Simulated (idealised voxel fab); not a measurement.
Name of the process module below: voxel gate over fins
FYI the section here is cut, 255 nm wide, cells are 5 nm squares.
Cross-section format: a grid of square cells, given as bands from top to bottom; each band is one or more rows of cells.
What a band's entry tells you: where the top is and where the bottom is, as heights in nm, and after that what lies inside, material by material from left to right, each with its width in nm. Empty space is written as the word "empty", and a single material marked with the word "full width" occupies the band from edge to edge.
Height datum 0, below which the as-received substrate wafer is one material. Lowest band open at the bottom, running downward: "z 0 and below".
The width entry "30..40" should be interpreted row by row: the top row of cells in the band takes the first number, the bottom row takes the second number, and the change between adjacent rows is uniform throughout.
"no alterations made" after a step means that no cell of the cross-section changed.
This entry, "Enclosed empty spaces", enumerates those empty regions of no fewer than 8 cells that possess no open connection to the top. Each region is reported in the form width x height at distance, the distance being taken from the left edge, with all three quantities expressed in nm.
On each step's line, the part that comes after the settings is the simulator's own comment on the step.
overlay nm, on a step with a mask: how far to the right of its planned place the mask lay; to the left if negative

Process steps - plan:
- 1: RECEIVE (material Si)
- 2: CONFORMAL_DEP (material SiN; thk nm 5)
- 3: MASKED_ETCH (tone cover; mask id FINS; width nm 15; pitch nm 45; etch materials SiN; depth nm 5; overlay nm 0)
- 4: MASKED_ETCH (tone cover; mask id FINS; width nm 15; pitch nm 45; etch materials Si; depth nm 30; overlay nm 0)
- 5: OXIDIZE (depth nm 5)
- 6: FILL_DEP (material SiO2; thk nm 5)
- 7: CMP (height nm 5)
- 8: SELECTIVE_ETCH (etch materials SiO2; depth nm 15)
- 9: STRIP (etch materials SiN)
- 10: CONFORMAL_DEP (material HfO2; thk nm 5)
- 11: CONFORMAL_DEP (material TiN; thk nm 5)
- 12: FILL_DEP (material W; thk nm 15)
- 13: CMP (height nm 20)
- 14: CONFORMAL_DEP (material SiN; thk nm 5)
The plan shows the width nm of step 4 as the first wafer had it; this setting differs between the wafers, which start out alike.

Sectional view: first of several wafers, as received, after step 1:
- z 0 and below: Si full width
- Enclosed empty spaces: none

What follows is a table in which each wafer occupies a row; for the wafer as it stands at the close of the module, the row states, material by material, how many cells have been gained (+) or lost (-) since receipt, and then gives its closed voids:
width nm 15; +67 HfO2; -329 Si; +51 SiN; +235 SiO2; +67 TiN; +164 W; Enclosed empty spaces: none
width nm 20; +67 HfO2; -305 Si; +51 SiN; +215 SiO2; +67 TiN; +160 W; Enclosed empty spaces: none
width nm 25; +67 HfO2; -281 Si; +51 SiN; +195 SiO2; +67 TiN; +156 W; Enclosed empty spaces: none
width nm 30; +67 HfO2; -257 Si; +51 SiN; +175 SiO2; +67 TiN; +152 W; Enclosed empty spaces: none
